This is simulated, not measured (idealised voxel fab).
process module | voxel self aligned contacts
cross-section cut | 200 nm wide | cells 5 nm
A cross-section is a grid of square cells, given in bands from the top down. A band is one or more rows of cells.
Each band's line starts with the height of the band's top and of its bottom, in nm. Then come its materials from left to right, each with its width in nm. One material with "throughout" fills the band from edge to edge. "air" is empty space.
Height 0 is the level under which the wafer as received is all one material. The lowest band goes on downwards, as in "0 down".
A width such as "30 to 40" changes by the same amount from each row of cells to the next, from the band's top row to its bottom row.
"no change" after a step means that no cell of the cross-section changed.
closed voids: empty space of 8 cells or more with no open way to the top, each as width x height at its distance from the left edge, in nm
after a step's settings: what the simulator itself notes on the step
overlay nm, on a step with a mask: how far to the right of its planned place the mask lay; to the left if negative
plan
1 op RECEIVE | material Si
2 op CONFORMAL_DEP | material SiO2 | thk nm 5
3 op DIRECTIONAL_DEP | material polySi | thk nm 25
4 op DIRECTIONAL_DEP | material SiN | thk nm 20
5 op DIRECTIONAL_DEP | material aC | thk nm 15
6 op PATTERN | tone cover | mask id GATE | material resist | width nm 35 | pitch nm 70 | thk nm 35 | overlay nm 0
7 op DIRECTIONAL_ETCH | etch materials aC | depth nm 15
8 op STRIP | etch materials resist
9 op DIRECTIONAL_ETCH | etch materials SiN | depth nm 20
10 op DIRECTIONAL_ETCH | etch materials polySi | depth nm 25
11 op STRIP | etch materials aC
12 op CONFORMAL_DEP | material SiN | thk nm 10
13 op DIRECTIONAL_ETCH | etch materials SiN | depth nm 10
14 op FILL_DEP | material SiO2 | thk nm 10
15 op CMP | height nm 55
16 op PATTERN | tone open | mask id CONTACT | material resist | width nm 55 | thk nm 15 | overlay nm 0
17 op DIRECTIONAL_ETCH | etch materials SiO2 | depth nm 55
18 op STRIP | etch materials resist
19 op CONFORMAL_DEP | material TiN | thk nm 5
20 op FILL_DEP | material W | thk nm 5
21 op CMP | height nm 55
22 op CONFORMAL_DEP | material SiN | thk nm 5
as received, after step 1
  0 down: Si throughout
  closed voids: none
first wafer at the end, as planned
  60 to 55: SiN throughout
  55 to 50: SiO2 70 | TiN 25 | W 5 | TiN 25 | SiO2 75
  50 to 30: SiO2 35 | SiN 55 | TiN 5 | W 5 | TiN 5 | SiN 55 | SiO2 40
  30 to 5: SiO2 35 | SiN 10 | polySi 35 | SiN 10 | TiN 5 | W 5 | TiN 5 | SiN 10 | polySi 35 | SiN 10 | SiO2 40
  5 to 0: SiO2 90 | TiN 15 | SiO2 95
  0 down: Si throughout
  closed voids: none
second wafer at the end: like start, like plan, one mistake
  60 to 55: SiN throughout
  55 to 35: SiO2 35 | SiN 10 | polySi 35 | SiN 10 | TiN 5 | W 5 | TiN 5 | SiN 10 | polySi 35 | SiN 10 | SiO2 40
  35 to 30: SiO2 35 | SiN 10 | polySi 35 | SiN 10 | TiN 15 | SiN 10 | polySi 35 | SiN 10 | SiO2 40
  30 to 5: polySi throughout
  5 to 0: SiO2 throughout
  0 down: Si throughout
  closed voids: none
what went wrong: step 3 was run twice
at the end the second wafer has, in cells: 88 fewer of SiN | 86 fewer of SiO2 | 20 fewer of TiN | 6 fewer of W | 200 more of polySi
